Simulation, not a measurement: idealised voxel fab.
process module | voxel capacitor over wiring
cross-section cut | 175 nm wide | cells 5 nm
A cross-section is a grid of square cells, given in bands from the top down. A band is one or more rows of cells.
Each band's line starts with the height of the band's top and of its bottom, in nm. Then come its materials from left to right, each with its width in nm. One material with "throughout" fills the band from edge to edge. "air" is empty space.
Height 0 is the level under which the wafer as received is all one material. The lowest band goes on downwards, as in "0 down".
A width such as "30 to 40" changes by the same amount from each row of cells to the next, from the band's top row to its bottom row.
"no change" after a step means that no cell of the cross-section changed.
closed voids: empty space of 8 cells or more with no open way to the top, each as width x height at its distance from the left edge, in nm
after a step's settings: what the simulator itself notes on the step
overlay nm, on a step with a mask: how far to the right of its planned place the mask lay; to the left if negative
plan
1 op RECEIVE | material Si
2 op CONFORMAL_DEP | material SiO2 | thk nm 15
3 op CONFORMAL_DEP | material SiCN | thk nm 5
4 op DIRECTIONAL_DEP | material SiO2 | thk nm 15
5 op PATTERN | tone open | mask id METAL_1 | material resist | width nm 25 | pitch nm 80 | thk nm 20 | overlay nm 0
6 op DIRECTIONAL_ETCH | etch materials SiO2 | depth nm 15
7 op DIRECTIONAL_ETCH | etch materials SiCN | depth nm 5
8 op STRIP | etch materials resist
9 op CONFORMAL_DEP | material TiN | thk nm 5
10 op FILL_DEP | material W | thk nm 10
11 op CMP | height nm 35
12 op CONFORMAL_DEP | material SiCN | thk nm 5
13 op DIRECTIONAL_DEP | material lowk | thk nm 20
14 op DIRECTIONAL_DEP | material aC | thk nm 15
15 op PATTERN | tone open | mask id PLUG_1 | material resist | width nm 15 | thk nm 35 | overlay nm 0
16 op DIRECTIONAL_ETCH | etch materials aC | depth nm 15
17 op STRIP | etch materials resist
18 op DIRECTIONAL_ETCH | etch materials lowk | depth nm 20
19 op DIRECTIONAL_ETCH | etch materials SiCN | depth nm 5
20 op STRIP | etch materials aC
21 op EPI | material Ru | thk nm 10
22 op EPI | material Ru | thk nm 10
23 op EPI | material Ru | thk nm 5
24 op DIRECTIONAL_DEP | material TiN | thk nm 10
25 op DIRECTIONAL_DEP | material Al2O3 | thk nm 5
26 op DIRECTIONAL_DEP | material TiN | thk nm 5
27 op PATTERN | tone cover | mask id UPPER_PLATE | material resist | width nm 60 | thk nm 20 | overlay nm 0
28 op DIRECTIONAL_ETCH | etch materials TiN | depth nm 5
29 op DIRECTIONAL_ETCH | etch materials Al2O3 | depth nm 5
30 op STRIP | etch materials resist
31 op DIRECTIONAL_DEP | material aC | thk nm 10
32 op PATTERN | tone cover | mask id LOWER_PLATE | material resist | width nm 70 | thk nm 30 | overlay nm 0
33 op DIRECTIONAL_ETCH | etch materials aC | depth nm 10
34 op STRIP | etch materials resist
35 op DIRECTIONAL_ETCH | etch materials TiN | depth nm 10
36 op STRIP | etch materials aC
37 op FILL_DEP | material SiO2 | thk nm 20
38 op CMP | height nm 95
39 op MASKED_ETCH | tone open | mask id PLUG_2 | width nm 15 | etch materials SiO2 | depth nm 15 | overlay nm 0
40 op CONFORMAL_DEP | material TiN | thk nm 5
41 op FILL_DEP | material Ru | thk nm 5
42 op CMP | height nm 95
43 op CONFORMAL_DEP | material SiCN | thk nm 5
first wafer, as planned
as received, after step 1
  0 down: Si throughout
  closed voids: none
after step 2
  15 to 0: SiO2 throughout
  below 0: unchanged
after step 3
  20 to 15: SiCN throughout
  below 15: unchanged
after step 4
  35 to 20: SiO2 throughout
  below 20: unchanged
after step 5
  55 to 35: resist 35 | air 25 | resist 55 | air 25 | resist 35
  below 35: unchanged
after step 6
  55 to 35: resist 35 | air 25 | resist 55 | air 25 | resist 35
  35 to 20: SiO2 35 | air 25 | SiO2 55 | air 25 | SiO2 35
  below 20: unchanged
after step 7
  55 to 35: resist 35 | air 25 | resist 55 | air 25 | resist 35
  35 to 20: SiO2 35 | air 25 | SiO2 55 | air 25 | SiO2 35
  20 to 15: SiCN 35 | air 25 | SiCN 55 | air 25 | SiCN 35
  below 15: unchanged
after step 8
  35 to 20: SiO2 35 | air 25 | SiO2 55 | air 25 | SiO2 35
  below 20: unchanged
after step 9
  40 to 35: TiN 40 | air 15 | TiN 65 | air 15 | TiN 40
  35 to 20: SiO2 35 | TiN 5 | air 15 | TiN 5 | SiO2 55 | TiN 5 | air 15 | TiN 5 | SiO2 35
  20 to 15: SiCN 35 | TiN 25 | SiCN 55 | TiN 25 | SiCN 35
  below 15: unchanged
after step 10
  50 to 40: W throughout
  40 to 35: TiN 40 | W 15 | TiN 65 | W 15 | TiN 40
  35 to 20: SiO2 35 | TiN 5 | W 15 | TiN 5 | SiO2 55 | TiN 5 | W 15 | TiN 5 | SiO2 35
  below 20: unchanged
after step 11
  35 to 20: SiO2 35 | TiN 5 | W 15 | TiN 5 | SiO2 55 | TiN 5 | W 15 | TiN 5 | SiO2 35
  below 20: unchanged
after step 12
  40 to 35: SiCN throughout
  below 35: unchanged
after step 13
  60 to 40: lowk throughout
  below 40: unchanged
after step 14
  75 to 60: aC throughout
  below 60: unchanged
after step 15
  110 to 75: resist 45 | air 15 | resist 115
  below 75: unchanged
after step 16
  95 to 75: resist 45 | air 15 | resist 115
  75 to 60: aC 45 | air 15 | aC 115
  below 60: unchanged
after step 17
  75 to 60: aC 45 | air 15 | aC 115
  below 60: unchanged
after step 18
  75 to 60: aC 45 | air 15 | aC 115
  60 to 40: lowk 45 | air 15 | lowk 115
  below 40: unchanged
after step 19
  75 to 60: aC 45 | air 15 | aC 115
  60 to 40: lowk 45 | air 15 | lowk 115
  40 to 35: SiCN 45 | air 15 | SiCN 115
  below 35: unchanged
after step 20
  60 to 40: lowk 45 | air 15 | lowk 115
  below 40: unchanged
after step 21
  60 to 45: lowk 45 | air 15 | lowk 115
  45 to 40: lowk 45 | Ru 15 | lowk 115
  40 to 35: SiCN 45 | Ru 15 | SiCN 115
  below 35: unchanged
after step 22
  60 to 55: lowk 45 | air 15 | lowk 115
  55 to 40: lowk 45 | Ru 15 | lowk 115
  below 40: unchanged
after step 23
  60 to 40: lowk 45 | Ru 15 | lowk 115
  below 40: unchanged
after step 24
  70 to 60: TiN throughout
  below 60: unchanged
after step 25
  75 to 70: Al2O3 throughout
  below 70: unchanged
after step 26
  80 to 75: TiN throughout
  below 75: unchanged
after step 27
  100 to 80: air 45 | resist 60 | air 70
  below 80: unchanged
after step 28
  100 to 80: air 45 | resist 60 | air 70
  80 to 75: air 45 | TiN 60 | air 70
  below 75: unchanged
after step 29
  100 to 80: air 45 | resist 60 | air 70
  80 to 75: air 45 | TiN 60 | air 70
  75 to 70: air 45 | Al2O3 60 | air 70
  below 70: unchanged
after step 30
  80 to 75: air 45 | TiN 60 | air 70
  below 75: unchanged
after step 31
  90 to 80: air 45 | aC 60 | air 70
  80 to 75: aC 45 | TiN 60 | aC 70
  75 to 70: aC 45 | Al2O3 60 | aC 70
  below 70: unchanged
after step 32
  120 to 90: air 40 | resist 70 | air 65
  90 to 80: air 40 | resist 5 | aC 60 | resist 5 | air 65
  below 80: unchanged
after step 33
  110 to 90: air 40 | resist 70 | air 65
  90 to 80: air 40 | resist 5 | aC 60 | resist 5 | air 65
  80 to 75: air 40 | aC 5 | TiN 60 | aC 5 | air 65
  75 to 70: air 40 | aC 5 | Al2O3 60 | aC 5 | air 65
  below 70: unchanged
after step 34
  90 to 80: air 45 | aC 60 | air 70
  below 80: unchanged
after step 35
  90 to 80: air 45 | aC 60 | air 70
  80 to 75: air 40 | aC 5 | TiN 60 | aC 5 | air 65
  75 to 70: air 40 | aC 5 | Al2O3 60 | aC 5 | air 65
  70 to 60: air 40 | TiN 70 | air 65
  below 60: unchanged
after step 36
  80 to 75: air 45 | TiN 60 | air 70
  75 to 70: air 45 | Al2O3 60 | air 70
  below 70: unchanged
after step 37
  100 to 80: SiO2 throughout
  80 to 75: SiO2 45 | TiN 60 | SiO2 70
  75 to 70: SiO2 45 | Al2O3 60 | SiO2 70
  70 to 60: SiO2 40 | TiN 70 | SiO2 65
  below 60: unchanged
after step 38
  95 to 80: SiO2 throughout
  below 80: unchanged
after step 39
  95 to 80: SiO2 55 | air 15 | SiO2 105
  below 80: unchanged
after step 40
  100 to 95: TiN 60 | air 5 | TiN 110
  95 to 85: SiO2 55 | TiN 5 | air 5 | TiN 5 | SiO2 105
  85 to 75: SiO2 55 to 45 | TiN 15 to 60 | SiO2 105 to 70
  below 75: unchanged
after step 41
  105 to 100: Ru throughout
  100 to 95: TiN 60 | Ru 5 | TiN 110
  95 to 85: SiO2 55 | TiN 5 | Ru 5 | TiN 5 | SiO2 105
  below 85: unchanged
after step 42
  95 to 85: SiO2 55 | TiN 5 | Ru 5 | TiN 5 | SiO2 105
  below 85: unchanged
after step 43
  100 to 95: SiCN throughout
  below 95: unchanged
second wafer: like start, like plan, one mistake. Through step 20 it matches the first wafer
when step 22 should have ended
  65 to 60: air 40 | Ru 25 | air 110
  60 to 40: lowk 45 | Ru 15 | lowk 115
  40 to 35: SiCN 45 | Ru 15 | SiCN 115
  below 35: unchanged
when step 23 should have ended
  70 to 60: air 35 | Ru 35 | air 105
  below 60: unchanged
when step 24 should have ended
  80 to 70: air 35 | TiN 35 | air 105
  70 to 60: TiN 35 | Ru 35 | TiN 105
  below 60: unchanged
when step 25 should have ended
  85 to 80: air 35 | Al2O3 35 | air 105
  80 to 75: air 35 | TiN 35 | air 105
  75 to 70: Al2O3 35 | TiN 35 | Al2O3 105
  below 70: unchanged
when step 26 should have ended
  90 to 85: air 35 | TiN 35 | air 105
  85 to 80: air 35 | Al2O3 35 | air 105
  80 to 75: TiN throughout
  below 75: unchanged
when step 27 should have ended
  110 to 90: air 45 | resist 60 | air 70
  90 to 85: air 35 | TiN 35 | resist 35 | air 70
  85 to 80: air 35 | Al2O3 35 | resist 35 | air 70
  below 80: unchanged
when step 28 should have ended
  110 to 90: air 45 | resist 60 | air 70
  90 to 85: air 45 | TiN 25 | resist 35 | air 70
  85 to 80: air 35 | Al2O3 35 | resist 35 | air 70
  80 to 75: air 35 | TiN 70 | air 70
  below 75: unchanged
when step 29 should have ended
  110 to 90: air 45 | resist 60 | air 70
  90 to 85: air 45 | TiN 25 | resist 35 | air 70
  85 to 80: air 45 | Al2O3 25 | resist 35 | air 70
  80 to 75: air 35 | TiN 70 | air 70
  75 to 70: air 35 | TiN 35 | Al2O3 35 | air 70
  below 70: unchanged
when step 30 should have ended
  90 to 85: air 45 | TiN 25 | air 105
  85 to 80: air 45 | Al2O3 25 | air 105
  below 80: unchanged
when step 31 should have ended
  100 to 90: air 45 | aC 25 | air 105
  90 to 85: air 35 | aC 10 | TiN 25 | aC 35 | air 70
  85 to 80: air 35 | aC 10 | Al2O3 25 | aC 35 | air 70
  80 to 75: aC 35 | TiN 70 | aC 70
  75 to 70: aC 35 | TiN 35 | Al2O3 35 | aC 70
  below 70: unchanged
when step 32 should have ended
  130 to 100: air 40 | resist 70 | air 65
  100 to 90: air 40 | resist 5 | aC 25 | resist 40 | air 65
  90 to 85: air 35 | aC 10 | TiN 25 | aC 35 | resist 5 | air 65
  85 to 80: air 35 | aC 10 | Al2O3 25 | aC 35 | resist 5 | air 65
  below 80: unchanged
when step 33 should have ended
  120 to 100: air 40 | resist 70 | air 65
  100 to 90: air 40 | resist 5 | aC 25 | resist 40 | air 65
  90 to 85: air 40 | aC 5 | TiN 25 | aC 35 | resist 5 | air 65
  85 to 80: air 40 | aC 5 | Al2O3 25 | aC 35 | resist 5 | air 65
  80 to 75: air 35 | TiN 70 | aC 5 | air 65
  75 to 70: air 35 | TiN 35 | Al2O3 35 | aC 5 | air 65
  below 70: unchanged
when step 34 should have ended
  100 to 90: air 45 | aC 25 | air 105
  90 to 85: air 40 | aC 5 | TiN 25 | aC 35 | air 70
  85 to 80: air 40 | aC 5 | Al2O3 25 | aC 35 | air 70
  below 80: unchanged
when step 35 should have ended
  100 to 90: air 45 | aC 25 | air 105
  90 to 85: air 40 | aC 5 | TiN 25 | aC 35 | air 70
  85 to 80: air 40 | aC 5 | Al2O3 25 | aC 35 | air 70
  80 to 75: air 40 | TiN 65 | aC 5 | air 65
  75 to 70: air 40 | TiN 30 | Al2O3 35 | aC 5 | air 65
  70 to 60: air 35 | Ru 35 | TiN 40 | air 65
  below 60: unchanged
when step 36 should have ended
  90 to 85: air 45 | TiN 25 | air 105
  85 to 80: air 45 | Al2O3 25 | air 105
  80 to 75: air 40 | TiN 65 | air 70
  75 to 70: air 40 | TiN 30 | Al2O3 35 | air 70
  below 70: unchanged
when step 37 should have ended
  110 to 90: SiO2 throughout
  90 to 85: SiO2 45 | TiN 25 | SiO2 105
  85 to 80: SiO2 45 | Al2O3 25 | SiO2 105
  80 to 75: SiO2 40 | TiN 65 | SiO2 70
  75 to 70: SiO2 40 | TiN 30 | Al2O3 35 | SiO2 70
  70 to 60: SiO2 35 | Ru 35 | TiN 40 | SiO2 65
  below 60: unchanged
when step 38 should have ended
  95 to 90: SiO2 throughout
  below 90: unchanged
when step 39 should have ended
  95 to 90: SiO2 55 | air 15 | SiO2 105
  below 90: unchanged
when step 40 should have ended
  100 to 95: TiN 60 | air 5 | TiN 110
  95 to 85: SiO2 55 to 45 | TiN 15 to 25 | SiO2 105
  below 85: unchanged
when step 41 should have ended
  105 to 100: Ru throughout
  100 to 95: TiN 60 | Ru 5 | TiN 110
  below 95: unchanged
when step 42 should have ended
  95 to 85: SiO2 55 to 45 | TiN 15 to 25 | SiO2 105
  below 85: unchanged
when step 43 should have ended
  100 to 95: SiCN throughout
  below 95: unchanged
what went wrong: one of the steps 21 and 22, which are alike, was run twice
at the end the second wafer has, in cells: 12 more of Ru | 8 fewer of SiO2 | 4 fewer of TiN
